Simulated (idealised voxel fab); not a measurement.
The document below concerns the process module designated voxel self aligned contacts.
Section shown: cut. Width: 220 nm. Cell size: 5 nm, square.
A cross-section in this document is a grid of square cells, and it is written down as bands, the top band listed before the ones below it; a band is made up of one or more rows of cells. Per band: top height and bottom height in nm, followed by the left-to-right materials and their widths in nm; "throughout" marks a single material spanning edge to edge, "air" marks empty space. Heads up on the height convention: 0 is the point under which the incoming wafer is all one material, and the lowest band has no bottom, it just keeps going down, like "0 -> down". Quick explanation for "30 to 40": the width changes in equal steps down the rows of cells, from the first number in the band's top row to the second number in its bottom row. Take "same as before" at face value: in the step it is given for, the cross-section changed in none of its cells. "Voids lacking openings" - sealed voids, min. 8 cells, no opening to top; format: width x height at distance (distance from left edge; nm throughout). Past the settings on a step's line: simulator remark, on that step. When a step includes a mask, the "overlay nm" setting on its line states how far to the right of its planned place that mask lay, and negative values state how far to the left.
-- Planned process steps
1 RECEIVE (material Si)
2 CONFORMAL_DEP (material SiO2; thk nm 5)
3 DIRECTIONAL_DEP (material polySi; thk nm 30)
4 DIRECTIONAL_DEP (material SiN; thk nm 15)
5 PATTERN (tone cover; mask id GATE; material resist; width nm 25; pitch nm 55; thk nm 20; overlay nm 0)
6 DIRECTIONAL_ETCH (etch materials SiN; depth nm 15)
7 DIRECTIONAL_ETCH (etch materials polySi; depth nm 30)
8 STRIP (etch materials resist)
9 CONFORMAL_DEP (material SiN; thk nm 5)
10 DIRECTIONAL_ETCH (etch materials SiN; depth nm 5)
11 FILL_DEP (material SiO2; thk nm 10)
12 CMP (height nm 55)
13 PATTERN (tone open; mask id CONTACT; material resist; width nm 40; pitch nm 55; thk nm 20; overlay nm 0)
14 DIRECTIONAL_ETCH (etch materials SiO2; depth nm 55)
15 STRIP (etch materials resist)
16 CONFORMAL_DEP (material TiN; thk nm 5)
17 FILL_DEP (material W; thk nm 5)
18 CMP (height nm 55)
19 CONFORMAL_DEP (material SiCN; thk nm 5)
-- As received (post step 1): cross-section
	0 -> down | Si throughout
	Voids lacking openings: none
-- The cross-section shown corresponds to the wafer at the conclusion of the module. The initial structure and the process plan are those presented above; however, one mistake occurred in executing the plan
	60 -> 55 | SiCN throughout
	55 -> 40 | SiO2 (35)  SiN (5)  polySi (25)  SiN (5)  TiN (5)  W (10)  TiN (5)  SiN (5)  polySi (25)  SiN (5)  TiN (5)  W (10)  TiN (5)  SiN (5)  polySi (25)  SiN (5)  SiO2 (40)
	40 -> 35 | SiO2 (35)  SiN (5)  polySi (25)  SiN (5)  TiN (20)  SiN (5)  polySi (25)  SiN (5)  TiN (20)  SiN (5)  polySi (25)  SiN (5)  SiO2 (40)
	35 -> 5 | polySi throughout
	5 -> 0 | SiO2 throughout
	0 -> down | Si throughout
	Voids lacking openings: none
Misprocessing identified: the plan had its step 3 run twice
